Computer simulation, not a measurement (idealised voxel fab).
The name of this process module is voxel wiring stack.
The cross-section shown here is cut; it is 285 nm wide and divided into square cells measuring 5 nm on a side.
Notation: cross-section as square-cell grid; stated in bands, top first, going down; one or more cell rows per band.
Band entry format. Leading values: height of top, height of bottom, nm. Remainder: materials in left-to-right order, each with its width in nm. Special words: "throughout" on a single material, which then fills the band edge to edge; "blank", empty space.
Heads up on the height convention: 0 is the point under which the incoming wafer is all one material, and the lowest band has no bottom, it just keeps going down, like "z 0 and below".
With a width like "30..40", each row of cells in the band differs from the next by the same amount, the top row carrying the first number and the bottom row the second.
A step reported as "nothing different" is a step in which no cell of the cross-section changed.
For the entry "Trapped voids", the listed items are empty spaces with no open way to the top whose size is 8 cells or more; each item follows the pattern width x height at distance, where distance is from the left edge and all three are in nm.
Heads up: the bit after the settings on a step's line is the simulator's remark on that step.
When a step includes a mask, the "overlay nm" setting on its line states how far to the right of its planned place that mask lay, and negative values state how far to the left.

Steps planned for the process
1) RECEIVE [material Si]
2) CONFORMAL_DEP [material SiO2] [thk nm 15]
3) DIRECTIONAL_DEP [material TiN] [thk nm 5]
4) DIRECTIONAL_DEP [material Ru] [thk nm 15]
5) PATTERN [tone cover] [mask id METAL_1] [material resist] [width nm 25] [pitch nm 40] [thk nm 20] [overlay nm 0]
6) DIRECTIONAL_ETCH [etch materials Ru] [depth nm 15]
7) DIRECTIONAL_ETCH [etch materials TiN] [depth nm 5]
8) STRIP [etch materials resist]
9) CONFORMAL_DEP [material SiCN] [thk nm 5]
10) FILL_DEP [material SiO2] [thk nm 10]
11) CMP [height nm 35]
12) CONFORMAL_DEP [material SiCN] [thk nm 5]
13) DIRECTIONAL_DEP [material SiO2] [thk nm 25]
14) PATTERN [tone open] [mask id METAL_2_HOLES] [material resist] [width nm 15] [pitch nm 40] [thk nm 20] [overlay nm 0]
15) DIRECTIONAL_ETCH [etch materials SiO2] [depth nm 25]
16) STRIP [etch materials resist]
17) DIRECTIONAL_DEP [material aC] [thk nm 10]
18) PATTERN [tone open] [mask id METAL_2] [material resist] [width nm 25] [pitch nm 40] [thk nm 25] [overlay nm 0]
19) DIRECTIONAL_ETCH [etch materials aC] [depth nm 10]
20) STRIP [etch materials resist]
21) DIRECTIONAL_ETCH [etch materials SiO2] [depth nm 15]
22) DIRECTIONAL_ETCH [etch materials SiCN] [depth nm 5]
23) STRIP [etch materials aC]
24) CONFORMAL_DEP [material TiN] [thk nm 5]
25) FILL_DEP [material Ru] [thk nm 10]
26) CMP [height nm 65]
27) CONFORMAL_DEP [material SiN] [thk nm 5]

First wafer out of two, processed as planned

Received-state cross-section, reflecting completion of step 1
- z 0 and below | Si throughout
- Trapped voids: none

Wafer xsec, post step 2
- z 15 to 0 | SiO2 throughout
- Nothing below the height 0 has changed.

Wafer xsec, post step 3
- z 20 to 15 | TiN throughout
- Nothing below the height 15 has changed.

Wafer xsec, post step 4
- z 35 to 20 | Ru throughout
- Nothing below the height 20 has changed.

Wafer xsec, post step 5
- z 55 to 35 | blank: 90  resist: 25  blank: 15  resist: 25  blank: 15  resist: 25  blank: 90
- Nothing below the height 35 has changed.

Wafer xsec, post step 6
- z 55 to 35 | blank: 90  resist: 25  blank: 15  resist: 25  blank: 15  resist: 25  blank: 90
- z 35 to 20 | blank: 90  Ru: 25  blank: 15  Ru: 25  blank: 15  Ru: 25  blank: 90
- Nothing below the height 20 has changed.

Wafer xsec, post step 7
- z 55 to 35 | blank: 90  resist: 25  blank: 15  resist: 25  blank: 15  resist: 25  blank: 90
- z 35 to 20 | blank: 90  Ru: 25  blank: 15  Ru: 25  blank: 15  Ru: 25  blank: 90
- z 20 to 15 | blank: 90  TiN: 25  blank: 15  TiN: 25  blank: 15  TiN: 25  blank: 90
- Nothing below the height 15 has changed.

Wafer xsec, post step 8
- z 35 to 20 | blank: 90  Ru: 25  blank: 15  Ru: 25  blank: 15  Ru: 25  blank: 90
- Nothing below the height 20 has changed.

Wafer xsec, post step 9
- z 40 to 35 | blank: 85  SiCN: 35  blank: 5  SiCN: 35  blank: 5  SiCN: 35  blank: 85
- z 35 to 20 | blank: 85  SiCN: 5  Ru: 25  SiCN: 5  blank: 5  SiCN: 5  Ru: 25  SiCN: 5  blank: 5  SiCN: 5  Ru: 25  SiCN: 5  blank: 85
- z 20 to 15 | SiCN: 90  TiN: 25  SiCN: 15  TiN: 25  SiCN: 15  TiN: 25  SiCN: 90
- Nothing below the height 15 has changed.

Wafer xsec, post step 10
- z 50 to 40 | SiO2 throughout
- z 40 to 35 | SiO2: 85  SiCN: 35  SiO2: 5  SiCN: 35  SiO2: 5  SiCN: 35  SiO2: 85
- z 35 to 20 | SiO2: 85  SiCN: 5  Ru: 25  SiCN: 5  SiO2: 5  SiCN: 5  Ru: 25  SiCN: 5  SiO2: 5  SiCN: 5  Ru: 25  SiCN: 5  SiO2: 85
- Nothing below the height 20 has changed.

Wafer xsec, post step 11
- z 35 to 20 | SiO2: 85  SiCN: 5  Ru: 25  SiCN: 5  SiO2: 5  SiCN: 5  Ru: 25  SiCN: 5  SiO2: 5  SiCN: 5  Ru: 25  SiCN: 5  SiO2: 85
- Nothing below the height 20 has changed.

Wafer xsec, post step 12
- z 40 to 35 | SiCN throughout
- Nothing below the height 35 has changed.

Wafer xsec, post step 13
- z 65 to 40 | SiO2 throughout
- Nothing below the height 40 has changed.

Wafer xsec, post step 14
- z 85 to 65 | resist: 90  blank: 15  resist: 25  blank: 15  resist: 25  blank: 15  resist: 100
- Nothing below the height 65 has changed.

Wafer xsec, post step 15
- z 85 to 65 | resist: 90  blank: 15  resist: 25  blank: 15  resist: 25  blank: 15  resist: 100
- z 65 to 40 | SiO2: 90  blank: 15  SiO2: 25  blank: 15  SiO2: 25  blank: 15  SiO2: 100
- Nothing below the height 40 has changed.

Wafer xsec, post step 16
- z 65 to 40 | SiO2: 90  blank: 15  SiO2: 25  blank: 15  SiO2: 25  blank: 15  SiO2: 100
- Nothing below the height 40 has changed.

Wafer xsec, post step 17
- z 75 to 65 | aC: 90  blank: 15  aC: 25  blank: 15  aC: 25  blank: 15  aC: 100
- z 65 to 50 | SiO2: 90  blank: 15  SiO2: 25  blank: 15  SiO2: 25  blank: 15  SiO2: 100
- z 50 to 40 | SiO2: 90  aC: 15  SiO2: 25  aC: 15  SiO2: 25  aC: 15  SiO2: 100
- Nothing below the height 40 has changed.

Wafer xsec, post step 18
- z 100 to 75 | resist: 90  blank: 25  resist: 15  blank: 25  resist: 15  blank: 25  resist: 90
- Nothing below the height 75 has changed.

Wafer xsec, post step 19
- z 90 to 75 | resist: 90  blank: 25  resist: 15  blank: 25  resist: 15  blank: 25  resist: 90
- z 75 to 65 | aC: 90  blank: 25  aC: 15  blank: 25  aC: 15  blank: 25  aC: 90
- z 65 to 40 | SiO2: 90  blank: 15  SiO2: 25  blank: 15  SiO2: 25  blank: 15  SiO2: 100
- Nothing below the height 40 has changed.

Wafer xsec, post step 20
- z 75 to 65 | aC: 90  blank: 25  aC: 15  blank: 25  aC: 15  blank: 25  aC: 90
- Nothing below the height 65 has changed.

Wafer xsec, post step 21
- z 75 to 65 | aC: 90  blank: 25  aC: 15  blank: 25  aC: 15  blank: 25  aC: 90
- z 65 to 50 | SiO2: 90  blank: 25  SiO2: 15  blank: 25  SiO2: 15  blank: 25  SiO2: 90
- Nothing below the height 50 has changed.

Wafer xsec, post step 22
- z 75 to 65 | aC: 90  blank: 25  aC: 15  blank: 25  aC: 15  blank: 25  aC: 90
- z 65 to 50 | SiO2: 90  blank: 25  SiO2: 15  blank: 25  SiO2: 15  blank: 25  SiO2: 90
- z 50 to 40 | SiO2: 90  blank: 15  SiO2: 25  blank: 15  SiO2: 25  blank: 15  SiO2: 100
- z 40 to 35 | SiCN: 90  blank: 15  SiCN: 25  blank: 15  SiCN: 25  blank: 15  SiCN: 100
- Nothing below the height 35 has changed.

Wafer xsec, post step 23
- z 65 to 50 | SiO2: 90  blank: 25  SiO2: 15  blank: 25  SiO2: 15  blank: 25  SiO2: 90
- Nothing below the height 50 has changed.

Wafer xsec, post step 24
- z 70 to 65 | TiN: 95  blank: 15  TiN: 25  blank: 15  TiN: 25  blank: 15  TiN: 95
- z 65 to 55 | SiO2: 90  TiN: 5  blank: 15  TiN: 5  SiO2: 15  TiN: 5  blank: 15  TiN: 5  SiO2: 15  TiN: 5  blank: 15  TiN: 5  SiO2: 90
- z 55 to 50 | SiO2: 90  TiN: 5  blank: 5  TiN: 15  SiO2: 15  TiN: 5  blank: 5  TiN: 15  SiO2: 15  TiN: 5  blank: 5  TiN: 15  SiO2: 90
- z 50 to 40 | SiO2: 90  TiN: 5  blank: 5  TiN: 5  SiO2: 25  TiN: 5  blank: 5  TiN: 5  SiO2: 25  TiN: 5  blank: 5  TiN: 5  SiO2: 100
- z 40 to 35 | SiCN: 90  TiN: 15  SiCN: 25  TiN: 15  SiCN: 25  TiN: 15  SiCN: 100
- Nothing below the height 35 has changed.

Wafer xsec, post step 25
- z 80 to 70 | Ru throughout
- z 70 to 65 | TiN: 95  Ru: 15  TiN: 25  Ru: 15  TiN: 25  Ru: 15  TiN: 95
- z 65 to 55 | SiO2: 90  TiN: 5  Ru: 15  TiN: 5  SiO2: 15  TiN: 5  Ru: 15  TiN: 5  SiO2: 15  TiN: 5  Ru: 15  TiN: 5  SiO2: 90
- z 55 to 50 | SiO2: 90  TiN: 5  Ru: 5  TiN: 15  SiO2: 15  TiN: 5  Ru: 5  TiN: 15  SiO2: 15  TiN: 5  Ru: 5  TiN: 15  SiO2: 90
- z 50 to 40 | SiO2: 90  TiN: 5  Ru: 5  TiN: 5  SiO2: 25  TiN: 5  Ru: 5  TiN: 5  SiO2: 25  TiN: 5  Ru: 5  TiN: 5  SiO2: 100
- Nothing below the height 40 has changed.

Wafer xsec, post step 26
- z 65 to 55 | SiO2: 90  TiN: 5  Ru: 15  TiN: 5  SiO2: 15  TiN: 5  Ru: 15  TiN: 5  SiO2: 15  TiN: 5  Ru: 15  TiN: 5  SiO2: 90
- Nothing below the height 55 has changed.

Wafer xsec, post step 27
- z 70 to 65 | SiN throughout
- Nothing below the height 65 has changed.

Regarding the second of the two wafers: it shared the first wafer's starting condition and process plan, yet one error occurred during its execution. Its history coincides with that of the first wafer up to and including step 13

Cross-section: second wafer, time at which step 14 was scheduled to end
- z 85 to 65 | resist: 90  blank: 20  resist: 20  blank: 20  resist: 20  blank: 20  resist: 95
- Nothing below the height 65 has changed.

Cross-section: second wafer, time at which step 15 was scheduled to end
- z 85 to 65 | resist: 90  blank: 20  resist: 20  blank: 20  resist: 20  blank: 20  resist: 95
- z 65 to 40 | SiO2: 90  blank: 20  SiO2: 20  blank: 20  SiO2: 20  blank: 20  SiO2: 95
- Nothing below the height 40 has changed.

Cross-section: second wafer, time at which step 16 was scheduled to end
- z 65 to 40 | SiO2: 90  blank: 20  SiO2: 20  blank: 20  SiO2: 20  blank: 20  SiO2: 95
- Nothing below the height 40 has changed.

Cross-section: second wafer, time at which step 17 was scheduled to end
- z 75 to 65 | aC: 90  blank: 20  aC: 20  blank: 20  aC: 20  blank: 20  aC: 95
- z 65 to 50 | SiO2: 90  blank: 20  SiO2: 20  blank: 20  SiO2: 20  blank: 20  SiO2: 95
- z 50 to 40 | SiO2: 90  aC: 20  SiO2: 20  aC: 20  SiO2: 20  aC: 20  SiO2: 95
- Nothing below the height 40 has changed.

Cross-section: second wafer, time at which step 18 was scheduled to end
- z 100 to 75 | resist: 90  blank: 25  resist: 15  blank: 25  resist: 15  blank: 25  resist: 90
- Nothing below the height 75 has changed.

Cross-section: second wafer, time at which step 19 was scheduled to end
- z 90 to 75 | resist: 90  blank: 25  resist: 15  blank: 25  resist: 15  blank: 25  resist: 90
- z 75 to 65 | aC: 90  blank: 25  aC: 15  blank: 25  aC: 15  blank: 25  aC: 90
- z 65 to 40 | SiO2: 90  blank: 20  SiO2: 20  blank: 20  SiO2: 20  blank: 20  SiO2: 95
- Nothing below the height 40 has changed.

Cross-section: second wafer, time at which step 20 was scheduled to end
- z 75 to 65 | aC: 90  blank: 25  aC: 15  blank: 25  aC: 15  blank: 25  aC: 90
- Nothing below the height 65 has changed.

Cross-section: second wafer, time at which step 21 was scheduled to end
- z 75 to 65 | aC: 90  blank: 25  aC: 15  blank: 25  aC: 15  blank: 25  aC: 90
- z 65 to 50 | SiO2: 90  blank: 25  SiO2: 15  blank: 25  SiO2: 15  blank: 25  SiO2: 90
- Nothing below the height 50 has changed.

Cross-section: second wafer, time at which step 22 was scheduled to end
- z 75 to 65 | aC: 90  blank: 25  aC: 15  blank: 25  aC: 15  blank: 25  aC: 90
- z 65 to 50 | SiO2: 90  blank: 25  SiO2: 15  blank: 25  SiO2: 15  blank: 25  SiO2: 90
- z 50 to 40 | SiO2: 90  blank: 20  SiO2: 20  blank: 20  SiO2: 20  blank: 20  SiO2: 95
- z 40 to 35 | SiCN: 90  blank: 20  SiCN: 20  blank: 20  SiCN: 20  blank: 20  SiCN: 95
- Nothing below the height 35 has changed.

Cross-section: second wafer, time at which step 23 was scheduled to end
- z 65 to 50 | SiO2: 90  blank: 25  SiO2: 15  blank: 25  SiO2: 15  blank: 25  SiO2: 90
- Nothing below the height 50 has changed.

Cross-section: second wafer, time at which step 24 was scheduled to end
- z 70 to 65 | TiN: 95  blank: 15  TiN: 25  blank: 15  TiN: 25  blank: 15  TiN: 95
- z 65 to 55 | SiO2: 90  TiN: 5  blank: 15  TiN: 5  SiO2: 15  TiN: 5  blank: 15  TiN: 5  SiO2: 15  TiN: 5  blank: 15  TiN: 5  SiO2: 90
- z 55 to 50 | SiO2: 90  TiN: 5  blank: 10  TiN: 10  SiO2: 15  TiN: 5  blank: 10  TiN: 10  SiO2: 15  TiN: 5  blank: 10  TiN: 10  SiO2: 90
- z 50 to 40 | SiO2: 90  TiN: 5  blank: 10  TiN: 5  SiO2: 20  TiN: 5  blank: 10  TiN: 5  SiO2: 20  TiN: 5  blank: 10  TiN: 5  SiO2: 95
- z 40 to 35 | SiCN: 90  TiN: 20  SiCN: 20  TiN: 20  SiCN: 20  TiN: 20  SiCN: 95
- Nothing below the height 35 has changed.

Cross-section: second wafer, time at which step 25 was scheduled to end
- z 80 to 70 | Ru throughout
- z 70 to 65 | TiN: 95  Ru: 15  TiN: 25  Ru: 15  TiN: 25  Ru: 15  TiN: 95
- z 65 to 55 | SiO2: 90  TiN: 5  Ru: 15  TiN: 5  SiO2: 15  TiN: 5  Ru: 15  TiN: 5  SiO2: 15  TiN: 5  Ru: 15  TiN: 5  SiO2: 90
- z 55 to 50 | SiO2: 90  TiN: 5  Ru: 10  TiN: 10  SiO2: 15  TiN: 5  Ru: 10  TiN: 10  SiO2: 15  TiN: 5  Ru: 10  TiN: 10  SiO2: 90
- z 50 to 40 | SiO2: 90  TiN: 5  Ru: 10  TiN: 5  SiO2: 20  TiN: 5  Ru: 10  TiN: 5  SiO2: 20  TiN: 5  Ru: 10  TiN: 5  SiO2: 95
- Nothing below the height 40 has changed.

Cross-section: second wafer, time at which step 26 was scheduled to end
- z 65 to 55 | SiO2: 90  TiN: 5  Ru: 15  TiN: 5  SiO2: 15  TiN: 5  Ru: 15  TiN: 5  SiO2: 15  TiN: 5  Ru: 15  TiN: 5  SiO2: 90
- Nothing below the height 55 has changed.

Cross-section: second wafer, time at which step 27 was scheduled to end
- z 70 to 65 | SiN throughout
- Nothing below the height 65 has changed.
What went wrong in running the wafer? step 14 ran with different settings than intended, the actual operation and settings being PATTERN [tone open] [mask id METAL_2_HOLES] [material resist] [width nm 20] [pitch nm 40] [thk nm 20] [overlay nm 0]
Final difference in cells, second wafer against first, listed per material as more or fewer: Ru: 9 more; SiCN: 3 fewer; SiO2: 6 fewer
